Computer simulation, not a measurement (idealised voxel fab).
process module | voxel wiring stack
cross-section cut | 250 nm wide | cells 5 nm
A cross-section is a grid of square cells, given in bands from the top down. A band is one or more rows of cells.
Each band's line starts with the height of the band's top and of its bottom, in nm. Then come its materials from left to right, each with its width in nm. One material with "throughout" fills the band from edge to edge. "air" is empty space.
Height 0 is the level under which the wafer as received is all one material. The lowest band goes on downwards, as in "0 down".
A width such as "30 to 40" changes by the same amount from each row of cells to the next, from the band's top row to its bottom row.
"no change" after a step means that no cell of the cross-section changed.
closed voids: empty space of 8 cells or more with no open way to the top, each as width x height at its distance from the left edge, in nm
after a step's settings: what the simulator itself notes on the step
overlay nm, on a step with a mask: how far to the right of its planned place the mask lay; to the left if negative
plan
1 op RECEIVE | material Si
2 op CONFORMAL_DEP | material SiO2 | thk nm 10
3 op CONFORMAL_DEP | material SiN | thk nm 5
4 op DIRECTIONAL_DEP | material lowk | thk nm 15
5 op PATTERN | tone open | mask id METAL_1 | material resist | width nm 20 | pitch nm 35 | thk nm 20 | overlay nm 0
6 op DIRECTIONAL_ETCH | etch materials lowk | depth nm 15
7 op DIRECTIONAL_ETCH | etch materials SiN | depth nm 5
8 op STRIP | etch materials resist
9 op CONFORMAL_DEP | material TiN | thk nm 5
10 op FILL_DEP | material Ru | thk nm 10
11 op CMP | height nm 30
12 op EPI | material Ru | thk nm 5
13 op FILL_DEP | material SiCN | thk nm 5
14 op DIRECTIONAL_DEP | material lowk | thk nm 10
15 op DIRECTIONAL_DEP | material aC | thk nm 15
16 op PATTERN | tone open | mask id PLUG_1 | material resist | width nm 15 | pitch nm 70 | thk nm 30 | overlay nm 0
17 op DIRECTIONAL_ETCH | etch materials aC | depth nm 15
18 op STRIP | etch materials resist
19 op DIRECTIONAL_ETCH | etch materials lowk | depth nm 10
20 op DIRECTIONAL_ETCH | etch materials SiCN | depth nm 5
21 op STRIP | etch materials aC
22 op EPI | material Ru | thk nm 10
23 op EPI | material Ru | thk nm 5
24 op DIRECTIONAL_DEP | material TiN | thk nm 5
25 op DIRECTIONAL_DEP | material W | thk nm 15
26 op MASKED_ETCH | tone cover | mask id METAL_2 | width nm 20 | pitch nm 35 | etch materials W | depth nm 15 | overlay nm 0
27 op MASKED_ETCH | tone cover | mask id METAL_2 | width nm 20 | pitch nm 35 | etch materials TiN | depth nm 5 | overlay nm 0
28 op CONFORMAL_DEP | material SiCN | thk nm 5
29 op FILL_DEP | material lowk | thk nm 10
30 op CMP | height nm 70
31 op CONFORMAL_DEP | material SiCN | thk nm 5
32 op DIRECTIONAL_DEP | material lowk | thk nm 15
33 op PATTERN | tone open | mask id PLUG_2 | material resist | width nm 15 | pitch nm 35 | thk nm 20 | overlay nm 0
34 op DIRECTIONAL_ETCH | etch materials lowk | depth nm 15
35 op DIRECTIONAL_ETCH | etch materials SiCN | depth nm 5
36 op STRIP | etch materials resist
37 op CONFORMAL_DEP | material TiN | thk nm 5
38 op FILL_DEP | material Ru | thk nm 10
39 op CMP | height nm 90
40 op DIRECTIONAL_DEP | material TiN | thk nm 5
41 op DIRECTIONAL_DEP | material W | thk nm 25
42 op PATTERN | tone cover | mask id METAL_3 | material resist | width nm 20 | pitch nm 35 | thk nm 20 | overlay nm 0
43 op DIRECTIONAL_ETCH | etch materials W | depth nm 25
44 op DIRECTIONAL_ETCH | etch materials TiN | depth nm 5
45 op STRIP | etch materials resist
46 op FILL_DEP | material SiO2 | thk nm 10
47 op CMP | height nm 120
48 op CONFORMAL_DEP | material SiCN | thk nm 5
as received, after step 1
  0 down: Si throughout
  closed voids: none
a wafer at the end: this start, this plan, one mistake
  125 to 120: SiCN throughout
  120 to 95: SiO2 60 | W 20 | SiO2 15 | W 20 | SiO2 15 | W 20 | SiO2 15 | W 20 | SiO2 65
  95 to 90: SiO2 60 | TiN 20 | SiO2 15 | TiN 20 | SiO2 15 | TiN 20 | SiO2 15 | TiN 20 | SiO2 65
  90 to 75: lowk 60 | TiN 5 | Ru 5 | TiN 5 | lowk 20 | TiN 5 | Ru 5 | TiN 5 | lowk 20 | TiN 5 | Ru 5 | TiN 5 | lowk 20 | TiN 5 | Ru 5 | TiN 5 | lowk 70
  75 to 70: SiCN 60 | TiN 15 | SiCN 20 | TiN 15 | SiCN 20 | TiN 15 | SiCN 20 | TiN 15 | SiCN 70
  70 to 65: lowk 55 | SiCN 30 | lowk 5 | SiCN 30 | lowk 5 | SiCN 30 | lowk 5 | SiCN 30 | lowk 60
  65 to 55: lowk 55 | SiCN 5 | W 20 | SiCN 5 | lowk 5 | SiCN 5 | W 20 | SiCN 5 | lowk 5 | SiCN 5 | W 20 | SiCN 5 | lowk 5 | SiCN 5 | W 20 | SiCN 5 | lowk 60
  55 to 50: SiCN 60 | W 20 | SiCN 15 | W 20 | SiCN 15 | W 20 | SiCN 15 | W 20 | SiCN 65
  50 to 40: lowk 60 | Ru 15 | lowk 55 | Ru 15 | lowk 105
  40 to 35: SiCN 60 | Ru 15 | SiCN 55 | Ru 15 | SiCN 105
  35 to 30: SiCN 55 | Ru 30 | SiCN 5 | Ru 30 | SiCN 5 | Ru 30 | SiCN 5 | Ru 30 | SiCN 60
  30 to 15: lowk 60 | TiN 5 | Ru 10 | TiN 5 | lowk 15 | TiN 5 | Ru 10 | TiN 5 | lowk 15 | TiN 5 | Ru 10 | TiN 5 | lowk 15 | TiN 5 | Ru 10 | TiN 5 | lowk 65
  15 to 10: SiN 60 | TiN 20 | SiN 15 | TiN 20 | SiN 15 | TiN 20 | SiN 15 | TiN 20 | SiN 65
  10 to 0: SiO2 throughout
  0 down: Si throughout
  closed voids: none
what went wrong: step 24 was left out
